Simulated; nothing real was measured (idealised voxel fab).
process module | voxel trench capacitor
205 nm wide, 5 nm square cells: that's cross-section cut.
This document writes a cross-section as a grid whose cells are square, and gives it as bands, listed from the top down; one or more rows of cells form a band. Basically the band line says how high the top is and how high the bottom is, in nm, and then what's in it from left to right, every material with its width in nm. Empty space shows up as "empty", and if a single material carries "everywhere" it runs the full band edge to edge. Convention: height 0 is the level below which the wafer, as received, is all one material. The lowest band does not terminate at the bottom but continues downward, represented as "0 down". Read "30 to 40" as a graded width: first number on top, second number at the bottom, same change between each pair of neighbouring rows. The designation "stayed the same", where it is given for a processing step, indicates that no cell of the cross-section was altered in the course of that step. What "Closed void listing" gives you is every empty space of 8 cells or more that is cut off from the top. Each appears as width x height at distance, with the distance taken from the left edge and width, height and distance all in nm. Post-settings text on a step line: simulator's own remark regarding the step. overlay nm: on a step with a mask, how far right of its planned place the mask lay; negative means left.

**The planned process steps are enumerated hereunder**
| 1 | RECEIVE [material Si] |
| 2 | CONFORMAL_DEP [material SiN] [thk nm 10] |
| 3 | DIRECTIONAL_DEP [material aC] [thk nm 15] |
| 4 | PATTERN [tone open] [mask id TRENCH] [material resist] [width nm 25] [pitch nm 45] [thk nm 35] [overlay nm 0] |
| 5 | DIRECTIONAL_ETCH [etch materials aC] [depth nm 15] |
| 6 | STRIP [etch materials resist] |
| 7 | DIRECTIONAL_ETCH [etch materials SiN] [depth nm 10] |
| 8 | DIRECTIONAL_ETCH [etch materials Si] [depth nm 40] |
| 9 | STRIP [etch materials aC] |
| 10 | CONFORMAL_DEP [material HfO2] [thk nm 5] |
| 11 | CONFORMAL_DEP [material TiN] [thk nm 5] |
| 12 | FILL_DEP [material W] [thk nm 5] |
| 13 | CMP [height nm 10] |

**First wafer of two (run as planned)**

**Here's what the wafer looked like in cross-section when it arrived - that's after step 1**
  0 down = Si everywhere
  Closed void listing: none

**The following cross-section depicts the wafer upon completion of step 2**
  10 to 0 = SiN everywhere
  Everything below 0 is unchanged.

**The following cross-section depicts the wafer upon completion of step 3**
  25 to 10 = aC everywhere
  Everything below 10 is unchanged.

**The following cross-section depicts the wafer upon completion of step 4**
  60 to 25 = resist: 65  empty: 25  resist: 20  empty: 25  resist: 70
  Everything below 25 is unchanged.

**The following cross-section depicts the wafer upon completion of step 5**
  45 to 25 = resist: 65  empty: 25  resist: 20  empty: 25  resist: 70
  25 to 10 = aC: 65  empty: 25  aC: 20  empty: 25  aC: 70
  Everything below 10 is unchanged.

**The following cross-section depicts the wafer upon completion of step 6**
  25 to 10 = aC: 65  empty: 25  aC: 20  empty: 25  aC: 70
  Everything below 10 is unchanged.

**The following cross-section depicts the wafer upon completion of step 7**
  25 to 10 = aC: 65  empty: 25  aC: 20  empty: 25  aC: 70
  10 to 0 = SiN: 65  empty: 25  SiN: 20  empty: 25  SiN: 70
  Everything below 0 is unchanged.

**The following cross-section depicts the wafer upon completion of step 8**
  25 to 10 = aC: 65  empty: 25  aC: 20  empty: 25  aC: 70
  10 to 0 = SiN: 65  empty: 25  SiN: 20  empty: 25  SiN: 70
  0 to -40 = Si: 65  empty: 25  Si: 20  empty: 25  Si: 70
  Everything below -40 is unchanged.

**The following cross-section depicts the wafer upon completion of step 9**
  10 to 0 = SiN: 65  empty: 25  SiN: 20  empty: 25  SiN: 70
  Everything below 0 is unchanged.

**The following cross-section depicts the wafer upon completion of step 10**
  15 to 10 = HfO2: 70  empty: 15  HfO2: 30  empty: 15  HfO2: 75
  10 to 0 = SiN: 65  HfO2: 5  empty: 15  HfO2: 5  SiN: 20  HfO2: 5  empty: 15  HfO2: 5  SiN: 70
  0 to -35 = Si: 65  HfO2: 5  empty: 15  HfO2: 5  Si: 20  HfO2: 5  empty: 15  HfO2: 5  Si: 70
  -35 to -40 = Si: 65  HfO2: 25  Si: 20  HfO2: 25  Si: 70
  Everything below -40 is unchanged.

**The following cross-section depicts the wafer upon completion of step 11**
  20 to 15 = TiN: 75  empty: 5  TiN: 40  empty: 5  TiN: 80
  15 to 10 = HfO2: 70  TiN: 5  empty: 5  TiN: 5  HfO2: 30  TiN: 5  empty: 5  TiN: 5  HfO2: 75
  10 to 0 = SiN: 65  HfO2: 5  TiN: 5  empty: 5  TiN: 5  HfO2: 5  SiN: 20  HfO2: 5  TiN: 5  empty: 5  TiN: 5  HfO2: 5  SiN: 70
  0 to -30 = Si: 65  HfO2: 5  TiN: 5  empty: 5  TiN: 5  HfO2: 5  Si: 20  HfO2: 5  TiN: 5  empty: 5  TiN: 5  HfO2: 5  Si: 70
  -30 to -35 = Si: 65  HfO2: 5  TiN: 15  HfO2: 5  Si: 20  HfO2: 5  TiN: 15  HfO2: 5  Si: 70
  Everything below -35 is unchanged.

**The following cross-section depicts the wafer upon completion of step 12**
  25 to 20 = W everywhere
  20 to 15 = TiN: 75  W: 5  TiN: 40  W: 5  TiN: 80
  15 to 10 = HfO2: 70  TiN: 5  W: 5  TiN: 5  HfO2: 30  TiN: 5  W: 5  TiN: 5  HfO2: 75
  10 to 0 = SiN: 65  HfO2: 5  TiN: 5  W: 5  TiN: 5  HfO2: 5  SiN: 20  HfO2: 5  TiN: 5  W: 5  TiN: 5  HfO2: 5  SiN: 70
  0 to -30 = Si: 65  HfO2: 5  TiN: 5  W: 5  TiN: 5  HfO2: 5  Si: 20  HfO2: 5  TiN: 5  W: 5  TiN: 5  HfO2: 5  Si: 70
  Everything below -30 is unchanged.

**The following cross-section depicts the wafer upon completion of step 13**
  10 to 0 = SiN: 65  HfO2: 5  TiN: 5  W: 5  TiN: 5  HfO2: 5  SiN: 20  HfO2: 5  TiN: 5  W: 5  TiN: 5  HfO2: 5  SiN: 70
  Everything below 0 is unchanged.

**Wafer two: like wafer one in start and plan, but with one mistake in execution; identical up to and including step 3**

**The second wafer in cross-section, at the planned close of step 4**
  60 to 25 = resist: 70  empty: 25  resist: 20  empty: 25  resist: 65
  Everything below 25 is unchanged.

**The second wafer in cross-section, at the planned close of step 5**
  45 to 25 = resist: 70  empty: 25  resist: 20  empty: 25  resist: 65
  25 to 10 = aC: 70  empty: 25  aC: 20  empty: 25  aC: 65
  Everything below 10 is unchanged.

**The second wafer in cross-section, at the planned close of step 6**
  25 to 10 = aC: 70  empty: 25  aC: 20  empty: 25  aC: 65
  Everything below 10 is unchanged.

**The second wafer in cross-section, at the planned close of step 7**
  25 to 10 = aC: 70  empty: 25  aC: 20  empty: 25  aC: 65
  10 to 0 = SiN: 70  empty: 25  SiN: 20  empty: 25  SiN: 65
  Everything below 0 is unchanged.

**The second wafer in cross-section, at the planned close of step 8**
  25 to 10 = aC: 70  empty: 25  aC: 20  empty: 25  aC: 65
  10 to 0 = SiN: 70  empty: 25  SiN: 20  empty: 25  SiN: 65
  0 to -40 = Si: 70  empty: 25  Si: 20  empty: 25  Si: 65
  Everything below -40 is unchanged.

**The second wafer in cross-section, at the planned close of step 9**
  10 to 0 = SiN: 70  empty: 25  SiN: 20  empty: 25  SiN: 65
  Everything below 0 is unchanged.

**The second wafer in cross-section, at the planned close of step 10**
  15 to 10 = HfO2: 75  empty: 15  HfO2: 30  empty: 15  HfO2: 70
  10 to 0 = SiN: 70  HfO2: 5  empty: 15  HfO2: 5  SiN: 20  HfO2: 5  empty: 15  HfO2: 5  SiN: 65
  0 to -35 = Si: 70  HfO2: 5  empty: 15  HfO2: 5  Si: 20  HfO2: 5  empty: 15  HfO2: 5  Si: 65
  -35 to -40 = Si: 70  HfO2: 25  Si: 20  HfO2: 25  Si: 65
  Everything below -40 is unchanged.

**The second wafer in cross-section, at the planned close of step 11**
  20 to 15 = TiN: 80  empty: 5  TiN: 40  empty: 5  TiN: 75
  15 to 10 = HfO2: 75  TiN: 5  empty: 5  TiN: 5  HfO2: 30  TiN: 5  empty: 5  TiN: 5  HfO2: 70
  10 to 0 = SiN: 70  HfO2: 5  TiN: 5  empty: 5  TiN: 5  HfO2: 5  SiN: 20  HfO2: 5  TiN: 5  empty: 5  TiN: 5  HfO2: 5  SiN: 65
  0 to -30 = Si: 70  HfO2: 5  TiN: 5  empty: 5  TiN: 5  HfO2: 5  Si: 20  HfO2: 5  TiN: 5  empty: 5  TiN: 5  HfO2: 5  Si: 65
  -30 to -35 = Si: 70  HfO2: 5  TiN: 15  HfO2: 5  Si: 20  HfO2: 5  TiN: 15  HfO2: 5  Si: 65
  Everything below -35 is unchanged.

**The second wafer in cross-section, at the planned close of step 12**
  25 to 20 = W everywhere
  20 to 15 = TiN: 80  W: 5  TiN: 40  W: 5  TiN: 75
  15 to 10 = HfO2: 75  TiN: 5  W: 5  TiN: 5  HfO2: 30  TiN: 5  W: 5  TiN: 5  HfO2: 70
  10 to 0 = SiN: 70  HfO2: 5  TiN: 5  W: 5  TiN: 5  HfO2: 5  SiN: 20  HfO2: 5  TiN: 5  W: 5  TiN: 5  HfO2: 5  SiN: 65
  0 to -30 = Si: 70  HfO2: 5  TiN: 5  W: 5  TiN: 5  HfO2: 5  Si: 20  HfO2: 5  TiN: 5  W: 5  TiN: 5  HfO2: 5  Si: 65
  Everything below -30 is unchanged.

**The second wafer in cross-section, at the planned close of step 13**
  10 to 0 = SiN: 70  HfO2: 5  TiN: 5  W: 5  TiN: 5  HfO2: 5  SiN: 20  HfO2: 5  TiN: 5  W: 5  TiN: 5  HfO2: 5  SiN: 65
  Everything below 0 is unchanged.
Nonconformance to the process plan: it should be noted that step 4 was executed with settings other than those planned, the operation and settings actually applied being PATTERN [tone open] [mask id TRENCH] [material resist] [width nm 25] [pitch nm 45] [thk nm 35] [overlay nm 5]
End check, second vs first wafer: material counts in cells match, positions do not.
